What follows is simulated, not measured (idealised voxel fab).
The process module presented herein is designated voxel wiring stack.
Section cut is 260 nm wide and gridded with 5 nm square cells.
Heads up, the way a cross-section reads in here is a grid of square cells, handed over as bands from the top down, with every band being one or more rows of cells. Basically the band line says how high the top is and how high the bottom is, in nm, and then what's in it from left to right, every material with its width in nm. Empty space shows up as "blank", and if a single material carries "everywhere" it runs the full band edge to edge. Below 0: as-received wafer, all one material; heights counted from there. Lowest band: no bottom, goes on down, written "top 0, no bottom". Width: "30->40" (first number = top row, second number = bottom row, same change from row to row of cells). Step note "stayed the same" = no cross-section cell changed. Under "Enclosed void catalog" you'll find the enclosed gaps, the ones with no way out to the top, that are 8 cells or bigger; each reads width x height at distance, with distance counted from the left edge, everything in nm. Past the settings on a step's line: simulator remark, on that step. overlay nm: on a step with a mask, how far right of its planned place the mask lay; negative means left.
The planned process steps are enumerated hereunder:
1) RECEIVE (material Si)
2) CONFORMAL_DEP (material SiO2; thk nm 15)
3) DIRECTIONAL_DEP (material TiN; thk nm 5)
4) DIRECTIONAL_DEP (material Ru; thk nm 15)
5) PATTERN (tone cover; mask id METAL_1; material resist; width nm 20; pitch nm 45; thk nm 20; overlay nm 0)
6) DIRECTIONAL_ETCH (etch materials Ru; depth nm 15)
7) DIRECTIONAL_ETCH (etch materials TiN; depth nm 5)
8) STRIP (etch materials resist)
9) CONFORMAL_DEP (material SiN; thk nm 5)
10) FILL_DEP (material SiO2; thk nm 10)
11) CMP (height nm 35)
12) CONFORMAL_DEP (material SiCN; thk nm 5)
13) DIRECTIONAL_DEP (material SiO2; thk nm 30)
14) MASKED_ETCH (tone open; mask id METAL_2_HOLES; width nm 15; pitch nm 45; etch materials SiO2; depth nm 30; overlay nm 0)
15) MASKED_ETCH (tone open; mask id METAL_2; width nm 20; pitch nm 45; etch materials SiO2; depth nm 15; overlay nm 0)
16) MASKED_ETCH (tone open; mask id METAL_2; width nm 20; pitch nm 45; etch materials SiCN; depth nm 5; overlay nm 0)
17) CONFORMAL_DEP (material TiN; thk nm 5)
18) FILL_DEP (material Ru; thk nm 10)
19) CMP (height nm 70)
20) CONFORMAL_DEP (material SiCN; thk nm 5)
Of two wafers, the first: run according to plan:
Here's what the wafer looked like in cross-section when it arrived - that's after step 1:
  top 0, no bottom: Si everywhere
  Enclosed void catalog: none
Cross-section of the wafer after step 2:
  top 15, bottom 0: SiO2 everywhere
  Beneath the level 0, the cross-section is identical to its previous state.
Cross-section of the wafer after step 3:
  top 20, bottom 15: TiN everywhere
  Beneath the level 15, the cross-section is identical to its previous state.
Cross-section of the wafer after step 4:
  top 35, bottom 20: Ru everywhere
  Beneath the level 20, the cross-section is identical to its previous state.
Cross-section of the wafer after step 5:
  top 55, bottom 35: 50 of blank  20 of resist  25 of blank  20 of resist  25 of blank  20 of resist  25 of blank  20 of resist  55 of blank
  Beneath the level 35, the cross-section is identical to its previous state.
Cross-section of the wafer after step 6:
  top 55, bottom 35: 50 of blank  20 of resist  25 of blank  20 of resist  25 of blank  20 of resist  25 of blank  20 of resist  55 of blank
  top 35, bottom 20: 50 of blank  20 of Ru  25 of blank  20 of Ru  25 of blank  20 of Ru  25 of blank  20 of Ru  55 of blank
  Beneath the level 20, the cross-section is identical to its previous state.
Cross-section of the wafer after step 7:
  top 55, bottom 35: 50 of blank  20 of resist  25 of blank  20 of resist  25 of blank  20 of resist  25 of blank  20 of resist  55 of blank
  top 35, bottom 20: 50 of blank  20 of Ru  25 of blank  20 of Ru  25 of blank  20 of Ru  25 of blank  20 of Ru  55 of blank
  top 20, bottom 15: 50 of blank  20 of TiN  25 of blank  20 of TiN  25 of blank  20 of TiN  25 of blank  20 of TiN  55 of blank
  Beneath the level 15, the cross-section is identical to its previous state.
Cross-section of the wafer after step 8:
  top 35, bottom 20: 50 of blank  20 of Ru  25 of blank  20 of Ru  25 of blank  20 of Ru  25 of blank  20 of Ru  55 of blank
  Beneath the level 20, the cross-section is identical to its previous state.
Cross-section of the wafer after step 9:
  top 40, bottom 35: 45 of blank  30 of SiN  15 of blank  30 of SiN  15 of blank  30 of SiN  15 of blank  30 of SiN  50 of blank
  top 35, bottom 20: 45 of blank  5 of SiN  20 of Ru  5 of SiN  15 of blank  5 of SiN  20 of Ru  5 of SiN  15 of blank  5 of SiN  20 of Ru  5 of SiN  15 of blank  5 of SiN  20 of Ru  5 of SiN  50 of blank
  top 20, bottom 15: 50 of SiN  20 of TiN  25 of SiN  20 of TiN  25 of SiN  20 of TiN  25 of SiN  20 of TiN  55 of SiN
  Beneath the level 15, the cross-section is identical to its previous state.
Cross-section of the wafer after step 10:
  top 50, bottom 40: SiO2 everywhere
  top 40, bottom 35: 45 of SiO2  30 of SiN  15 of SiO2  30 of SiN  15 of SiO2  30 of SiN  15 of SiO2  30 of SiN  50 of SiO2
  top 35, bottom 20: 45 of SiO2  5 of SiN  20 of Ru  5 of SiN  15 of SiO2  5 of SiN  20 of Ru  5 of SiN  15 of SiO2  5 of SiN  20 of Ru  5 of SiN  15 of SiO2  5 of SiN  20 of Ru  5 of SiN  50 of SiO2
  Beneath the level 20, the cross-section is identical to its previous state.
Cross-section of the wafer after step 11:
  top 35, bottom 20: 45 of SiO2  5 of SiN  20 of Ru  5 of SiN  15 of SiO2  5 of SiN  20 of Ru  5 of SiN  15 of SiO2  5 of SiN  20 of Ru  5 of SiN  15 of SiO2  5 of SiN  20 of Ru  5 of SiN  50 of SiO2
  Beneath the level 20, the cross-section is identical to its previous state.
Cross-section of the wafer after step 12:
  top 40, bottom 35: SiCN everywhere
  Beneath the level 35, the cross-section is identical to its previous state.
Cross-section of the wafer after step 13:
  top 70, bottom 40: SiO2 everywhere
  Beneath the level 40, the cross-section is identical to its previous state.
Cross-section of the wafer after step 14:
  top 70, bottom 40: 50 of SiO2  15 of blank  30 of SiO2  15 of blank  30 of SiO2  15 of blank  30 of SiO2  15 of blank  60 of SiO2
  Beneath the level 40, the cross-section is identical to its previous state.
Cross-section of the wafer after step 15:
  top 70, bottom 55: 50 of SiO2  20 of blank  25 of SiO2  20 of blank  25 of SiO2  20 of blank  25 of SiO2  20 of blank  55 of SiO2
  Beneath the level 55, the cross-section is identical to its previous state.
Cross-section of the wafer after step 16:
  top 70, bottom 55: 50 of SiO2  20 of blank  25 of SiO2  20 of blank  25 of SiO2  20 of blank  25 of SiO2  20 of blank  55 of SiO2
  top 55, bottom 40: 50 of SiO2  15 of blank  30 of SiO2  15 of blank  30 of SiO2  15 of blank  30 of SiO2  15 of blank  60 of SiO2
  top 40, bottom 35: 50 of SiCN  15 of blank  30 of SiCN  15 of blank  30 of SiCN  15 of blank  30 of SiCN  15 of blank  60 of SiCN
  Beneath the level 35, the cross-section is identical to its previous state.
Cross-section of the wafer after step 17:
  top 75, bottom 70: 55 of TiN  10 of blank  35 of TiN  10 of blank  35 of TiN  10 of blank  35 of TiN  10 of blank  60 of TiN
  top 70, bottom 60: 50 of SiO2  5 of TiN  10 of blank  5 of TiN  25 of SiO2  5 of TiN  10 of blank  5 of TiN  25 of SiO2  5 of TiN  10 of blank  5 of TiN  25 of SiO2  5 of TiN  10 of blank  5 of TiN  55 of SiO2
  top 60, bottom 55: 50 of SiO2  5 of TiN  5 of blank  10 of TiN  25 of SiO2  5 of TiN  5 of blank  10 of TiN  25 of SiO2  5 of TiN  5 of blank  10 of TiN  25 of SiO2  5 of TiN  5 of blank  10 of TiN  55 of SiO2
  top 55, bottom 40: 50 of SiO2  5 of TiN  5 of blank  5 of TiN  30 of SiO2  5 of TiN  5 of blank  5 of TiN  30 of SiO2  5 of TiN  5 of blank  5 of TiN  30 of SiO2  5 of TiN  5 of blank  5 of TiN  60 of SiO2
  top 40, bottom 35: 50 of SiCN  15 of TiN  30 of SiCN  15 of TiN  30 of SiCN  15 of TiN  30 of SiCN  15 of TiN  60 of SiCN
  Beneath the level 35, the cross-section is identical to its previous state.
Cross-section of the wafer after step 18:
  top 85, bottom 75: Ru everywhere
  top 75, bottom 70: 55 of TiN  10 of Ru  35 of TiN  10 of Ru  35 of TiN  10 of Ru  35 of TiN  10 of Ru  60 of TiN
  top 70, bottom 60: 50 of SiO2  5 of TiN  10 of Ru  5 of TiN  25 of SiO2  5 of TiN  10 of Ru  5 of TiN  25 of SiO2  5 of TiN  10 of Ru  5 of TiN  25 of SiO2  5 of TiN  10 of Ru  5 of TiN  55 of SiO2
  top 60, bottom 55: 50 of SiO2  5 of TiN  5 of Ru  10 of TiN  25 of SiO2  5 of TiN  5 of Ru  10 of TiN  25 of SiO2  5 of TiN  5 of Ru  10 of TiN  25 of SiO2  5 of TiN  5 of Ru  10 of TiN  55 of SiO2
  top 55, bottom 40: 50 of SiO2  5 of TiN  5 of Ru  5 of TiN  30 of SiO2  5 of TiN  5 of Ru  5 of TiN  30 of SiO2  5 of TiN  5 of Ru  5 of TiN  30 of SiO2  5 of TiN  5 of Ru  5 of TiN  60 of SiO2
  Beneath the level 40, the cross-section is identical to its previous state.
Cross-section of the wafer after step 19:
  top 70, bottom 60: 50 of SiO2  5 of TiN  10 of Ru  5 of TiN  25 of SiO2  5 of TiN  10 of Ru  5 of TiN  25 of SiO2  5 of TiN  10 of Ru  5 of TiN  25 of SiO2  5 of TiN  10 of Ru  5 of TiN  55 of SiO2
  Beneath the level 60, the cross-section is identical to its previous state.
Cross-section of the wafer after step 20:
  top 75, bottom 70: SiCN everywhere
  Beneath the level 70, the cross-section is identical to its previous state.
Second wafer - shared start and plan with the first - one error in running - same as the first up to step 14 inclusive:
The second wafer cut through, at the time step 15 was supposed to be finished:
  top 70, bottom 55: 45 of SiO2  20 of blank  25 of SiO2  20 of blank  25 of SiO2  20 of blank  25 of SiO2  20 of blank  60 of SiO2
  Beneath the level 55, the cross-section is identical to its previous state.
The second wafer cut through, at the time step 16 was supposed to be finished:
  top 70, bottom 55: 45 of SiO2  20 of blank  25 of SiO2  20 of blank  25 of SiO2  20 of blank  25 of SiO2  20 of blank  60 of SiO2
  top 55, bottom 40: 50 of SiO2  15 of blank  30 of SiO2  15 of blank  30 of SiO2  15 of blank  30 of SiO2  15 of blank  60 of SiO2
  top 40, bottom 35: 50 of SiCN  15 of blank  30 of SiCN  15 of blank  30 of SiCN  15 of blank  30 of SiCN  15 of blank  60 of SiCN
  Beneath the level 35, the cross-section is identical to its previous state.
The second wafer cut through, at the time step 17 was supposed to be finished:
  top 75, bottom 70: 50 of TiN  10 of blank  35 of TiN  10 of blank  35 of TiN  10 of blank  35 of TiN  10 of blank  65 of TiN
  top 70, bottom 60: 45 of SiO2  5 of TiN  10 of blank  5 of TiN  25 of SiO2  5 of TiN  10 of blank  5 of TiN  25 of SiO2  5 of TiN  10 of blank  5 of TiN  25 of SiO2  5 of TiN  10 of blank  5 of TiN  60 of SiO2
  top 60, bottom 55: 45 of SiO2  10 of TiN  5 of blank  5 of TiN  25 of SiO2  10 of TiN  5 of blank  5 of TiN  25 of SiO2  10 of TiN  5 of blank  5 of TiN  25 of SiO2  10 of TiN  5 of blank  5 of TiN  60 of SiO2
  top 55, bottom 40: 50 of SiO2  5 of TiN  5 of blank  5 of TiN  30 of SiO2  5 of TiN  5 of blank  5 of TiN  30 of SiO2  5 of TiN  5 of blank  5 of TiN  30 of SiO2  5 of TiN  5 of blank  5 of TiN  60 of SiO2
  top 40, bottom 35: 50 of SiCN  15 of TiN  30 of SiCN  15 of TiN  30 of SiCN  15 of TiN  30 of SiCN  15 of TiN  60 of SiCN
  Beneath the level 35, the cross-section is identical to its previous state.
The second wafer cut through, at the time step 18 was supposed to be finished:
  top 85, bottom 75: Ru everywhere
  top 75, bottom 70: 50 of TiN  10 of Ru  35 of TiN  10 of Ru  35 of TiN  10 of Ru  35 of TiN  10 of Ru  65 of TiN
  top 70, bottom 60: 45 of SiO2  5 of TiN  10 of Ru  5 of TiN  25 of SiO2  5 of TiN  10 of Ru  5 of TiN  25 of SiO2  5 of TiN  10 of Ru  5 of TiN  25 of SiO2  5 of TiN  10 of Ru  5 of TiN  60 of SiO2
  top 60, bottom 55: 45 of SiO2  10 of TiN  5 of Ru  5 of TiN  25 of SiO2  10 of TiN  5 of Ru  5 of TiN  25 of SiO2  10 of TiN  5 of Ru  5 of TiN  25 of SiO2  10 of TiN  5 of Ru  5 of TiN  60 of SiO2
  top 55, bottom 40: 50 of SiO2  5 of TiN  5 of Ru  5 of TiN  30 of SiO2  5 of TiN  5 of Ru  5 of TiN  30 of SiO2  5 of TiN  5 of Ru  5 of TiN  30 of SiO2  5 of TiN  5 of Ru  5 of TiN  60 of SiO2
  Beneath the level 40, the cross-section is identical to its previous state.
The second wafer cut through, at the time step 19 was supposed to be finished:
  top 70, bottom 60: 45 of SiO2  5 of TiN  10 of Ru  5 of TiN  25 of SiO2  5 of TiN  10 of Ru  5 of TiN  25 of SiO2  5 of TiN  10 of Ru  5 of TiN  25 of SiO2  5 of TiN  10 of Ru  5 of TiN  60 of SiO2
  Beneath the level 60, the cross-section is identical to its previous state.
The second wafer cut through, at the time step 20 was supposed to be finished:
  top 75, bottom 70: SiCN everywhere
  Beneath the level 70, the cross-section is identical to its previous state.
What went wrong in running the wafer? step 15 was processed under conditions differing from the plan, specifically as MASKED_ETCH (tone open; mask id METAL_2; width nm 20; pitch nm 45; etch materials SiO2; depth nm 15; overlay nm -5)
Tallied in cells, the final second wafer holds each material in the same quantity as the first, although not at the same places.
